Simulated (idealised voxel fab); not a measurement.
Herein follows the process module entitled voxel self aligned vias.
The cross-section on display is named cut; it measures 220 nm wide, and its cells are 5 nm squares.
When this document writes out a cross-section, it uses a grid of square cells and lists it as bands, beginning at the top and moving down, with a band standing for one or more rows of cells. For a band, the entry starts with two heights in nm, that of the top and then that of the bottom, and carries on with the band's materials in order from left to right, each alongside its width in nm; the word "everywhere" beside a single material means it fills the band edge to edge, and "blank" means empty space. Note: height 0 marks the level under which the wafer is uniformly one material as received. Lowest band unbounded below, written "0 and below". The expression "30 to 40" gives the width at the extremes of the band, the first number at its top row of cells and the second at its bottom row, with the width changing by equal amounts from each row to the next in between. Given "no change occurred" for a step, no cell of the cross-section differs between before and after that step. In "Enclosed void list" the enclosed voids are listed, meaning empty spaces of 8 cells or larger without any opening to the top. The form is width x height at distance, distance from the left edge, units nm. Read whatever lies past the settings on a step's line as the simulator's own remark about the step. What "overlay nm" on a step's line means: if the step has a mask, that mask lay this far to the right of its planned place, or, when the value is negative, to the left.

So here's the lineup of process steps we planned:
| 1 | RECEIVE,material Si |
| 2 | CONFORMAL_DEP,material SiO2,thk nm 15 |
| 3 | CONFORMAL_DEP,material SiCN,thk nm 5 |
| 4 | DIRECTIONAL_DEP,material lowk,thk nm 30 |
| 5 | MASKED_ETCH,tone open,mask id LINES,width nm 25,pitch nm 50,etch materials lowk,depth nm 30,overlay nm 0 |
| 6 | CONFORMAL_DEP,material TiN,thk nm 5 |
| 7 | FILL_DEP,material W,thk nm 5 |
| 8 | CMP,height nm 50 |
| 9 | SELECTIVE_ETCH,etch materials W Ru TiN,depth nm 5 |
| 10 | FILL_DEP,material SiN,thk nm 10 |
| 11 | CMP,height nm 50 |
| 12 | DIRECTIONAL_DEP,material lowk,thk nm 20 |
| 13 | PATTERN,tone open,mask id VIAS,material resist,width nm 35,pitch nm 50,thk nm 15,overlay nm 0 |
| 14 | DIRECTIONAL_ETCH,etch materials lowk,depth nm 20 |
| 15 | DIRECTIONAL_ETCH,etch materials SiN,depth nm 5 |
| 16 | STRIP,etch materials resist |
| 17 | CONFORMAL_DEP,material TiN,thk nm 5 |
| 18 | FILL_DEP,material Cu,thk nm 5 |
| 19 | CMP,height nm 70 |
| 20 | CONFORMAL_DEP,material SiN,thk nm 5 |

Shown in cross-section is the wafer as received, that is, as it stands after step 1:
	0 and below: Si everywhere
	Enclosed void list: none

End state of the module in cross-section, given the above starting point and plan and one mistake in execution:
	75 down to 70: SiN everywhere
	70 down to 55: lowk=40, TiN=5, Cu=25, TiN=5, lowk=15, TiN=5, Cu=25, TiN=5, lowk=15, TiN=5, Cu=25, TiN=5, lowk=45
	55 down to 50: lowk=40, TiN=15, Cu=15, TiN=5, lowk=15, TiN=15, Cu=15, TiN=5, lowk=15, TiN=15, Cu=15, TiN=5, lowk=45
	50 down to 45: lowk=50, TiN=25, lowk=25, TiN=25, lowk=25, TiN=25, lowk=45
	45 down to 25: lowk=50, TiN=5, W=15, TiN=5, lowk=25, TiN=5, W=15, TiN=5, lowk=25, TiN=5, W=15, TiN=5, lowk=45
	25 down to 20: lowk=50, TiN=25, lowk=25, TiN=25, lowk=25, TiN=25, lowk=45
	20 down to 15: SiCN everywhere
	15 down to 0: SiO2 everywhere
	0 and below: Si everywhere
	Enclosed void list: none
What was the processing mistake? step 5 ran as: MASKED_ETCH,tone open,mask id LINES,width nm 25,pitch nm 50,etch materials lowk,depth nm 30,overlay nm 5
